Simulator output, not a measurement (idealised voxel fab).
Process module, titled voxel capacitor over wiring
Cross-section cut: width 240 nm, square cells of 5 nm.
Just so we're on the same page, the cross-sections are grids of square cells, and they're listed out in bands top to bottom, each band one or more rows deep.
Band: top and bottom heights (nm) first, top before bottom; then materials from left to right, widths in nm. "everywhere" marks a sole material filling the band edge to edge. "blank" denotes empty space.
Heights are expressed relative to 0, this being the level below which the as-received wafer comprises one material exclusively. The lowest band is unbounded in the downward direction and is denoted as in "0 and below".
Width: "30->40" (first number = top row, second number = bottom row, same change from row to row of cells).
"no change" for a step: no cell of the cross-section changed in that step.
For the entry "Closed void inventory", the listed items are empty spaces with no open way to the top whose size is 8 cells or more; each item follows the pattern width x height at distance, where distance is from the left edge and all three are in nm.
If you see something after the settings on a step's line, that's the simulator's own remark about that step.
The line of a step may include "overlay nm". On a step with a mask, this value is how far to the right of its planned place the mask lay. A negative value means the mask lay to the left.
Process steps - plan
1. RECEIVE (material Si)
2. CONFORMAL_DEP (material SiO2; thk nm 10)
3. DIRECTIONAL_DEP (material TiN; thk nm 5)
4. DIRECTIONAL_DEP (material W; thk nm 15)
5. DIRECTIONAL_DEP (material aC; thk nm 15)
6. PATTERN (tone cover; mask id METAL_1; material resist; width nm 20; pitch nm 70; thk nm 35; overlay nm 0)
7. DIRECTIONAL_ETCH (etch materials aC; depth nm 15)
8. STRIP (etch materials resist)
9. DIRECTIONAL_ETCH (etch materials W; depth nm 15)
10. DIRECTIONAL_ETCH (etch materials TiN; depth nm 5)
11. STRIP (etch materials aC)
12. FILL_DEP (material lowk; thk nm 5)
13. CMP (height nm 30)
14. CONFORMAL_DEP (material SiCN; thk nm 5)
15. DIRECTIONAL_DEP (material lowk; thk nm 10)
16. DIRECTIONAL_DEP (material aC; thk nm 10)
17. PATTERN (tone open; mask id PLUG_1; material resist; width nm 15; thk nm 30; overlay nm 0)
18. DIRECTIONAL_ETCH (etch materials aC; depth nm 10)
19. STRIP (etch materials resist)
20. DIRECTIONAL_ETCH (etch materials lowk; depth nm 10)
21. DIRECTIONAL_ETCH (etch materials SiCN; depth nm 5)
22. STRIP (etch materials aC)
23. CONFORMAL_DEP (material TiN; thk nm 5)
24. FILL_DEP (material W; thk nm 10)
25. CMP (height nm 45)
26. DIRECTIONAL_DEP (material TiN; thk nm 5)
27. DIRECTIONAL_DEP (material SiN; thk nm 5)
28. DIRECTIONAL_DEP (material TiN; thk nm 10)
29. DIRECTIONAL_DEP (material aC; thk nm 15)
30. PATTERN (tone cover; mask id UPPER_PLATE; material resist; width nm 55; thk nm 35; overlay nm 0)
31. DIRECTIONAL_ETCH (etch materials aC; depth nm 15)
32. STRIP (etch materials resist)
33. DIRECTIONAL_ETCH (etch materials TiN; depth nm 10)
34. DIRECTIONAL_ETCH (etch materials SiN; depth nm 5)
35. STRIP (etch materials aC)
36. PATTERN (tone cover; mask id LOWER_PLATE; material resist; width nm 65; thk nm 15; overlay nm 0)
37. DIRECTIONAL_ETCH (etch materials TiN; depth nm 5)
38. STRIP (etch materials resist)
39. FILL_DEP (material SiO2; thk nm 15)
40. CMP (height nm 75)
41. PATTERN (tone open; mask id PLUG_2; material resist; width nm 15; thk nm 20; overlay nm 0)
42. DIRECTIONAL_ETCH (etch materials SiO2; depth nm 10)
43. STRIP (etch materials resist)
44. CONFORMAL_DEP (material TiN; thk nm 5)
45. FILL_DEP (material Ru; thk nm 5)
46. CMP (height nm 75)
47. CONFORMAL_DEP (material SiCN; thk nm 5)
Cross-section of the wafer as it came to us, i.e., already through step 1
- 0 and below | Si everywhere
- Closed void inventory: none
Wafer cross-section at module end: first of two, run to plan
- 80 down to 75 | SiCN everywhere
- 75 down to 70 | SiO2 90 nm; TiN 5 nm; Ru 5 nm; TiN 5 nm; SiO2 135 nm
- 70 down to 65 | SiO2 90 nm; TiN 15 nm; SiO2 135 nm
- 65 down to 55 | SiO2 80 nm; TiN 55 nm; SiO2 105 nm
- 55 down to 50 | SiO2 80 nm; SiN 55 nm; SiO2 105 nm
- 50 down to 45 | SiO2 75 nm; TiN 65 nm; SiO2 100 nm
- 45 down to 35 | lowk 80 nm; TiN 5 nm; W 5 nm; TiN 5 nm; lowk 145 nm
- 35 down to 30 | SiCN 80 nm; TiN 15 nm; SiCN 145 nm
- 30 down to 15 | lowk 75 nm; W 20 nm; lowk 50 nm; W 20 nm; lowk 75 nm
- 15 down to 10 | lowk 75 nm; TiN 20 nm; lowk 50 nm; TiN 20 nm; lowk 75 nm
- 10 down to 0 | SiO2 everywhere
- 0 and below | Si everywhere
- Closed void inventory: none
Wafer two (of two), end-of-module cross-section: start = wafer one, plan = wafer one, one run mistake
- 80 down to 75 | SiCN everywhere
- 75 down to 70 | SiO2 90 nm; TiN 5 nm; Ru 5 nm; TiN 5 nm; SiO2 135 nm
- 70 down to 65 | SiO2 90 nm; TiN 15 nm; SiO2 135 nm
- 65 down to 60 | SiO2 80 nm; SiN 55 nm; SiO2 105 nm
- 60 down to 55 | SiO2 75 nm; TiN 65 nm; SiO2 100 nm
- 55 down to 45 | TiN everywhere
- 45 down to 35 | lowk 80 nm; TiN 5 nm; W 5 nm; TiN 5 nm; lowk 145 nm
- 35 down to 30 | SiCN 80 nm; TiN 15 nm; SiCN 145 nm
- 30 down to 15 | lowk 75 nm; W 20 nm; lowk 50 nm; W 20 nm; lowk 75 nm
- 15 down to 10 | lowk 75 nm; TiN 20 nm; lowk 50 nm; TiN 20 nm; lowk 75 nm
- 10 down to 0 | SiO2 everywhere
- 0 and below | Si everywhere
- Closed void inventory: none
What was done differently from what was planned? contrary to the plan, steps 27 and 28 were processed in exchanged order
Final cells, second wafer relative to first, materials higher or lower: -74 SiO2, +74 TiN
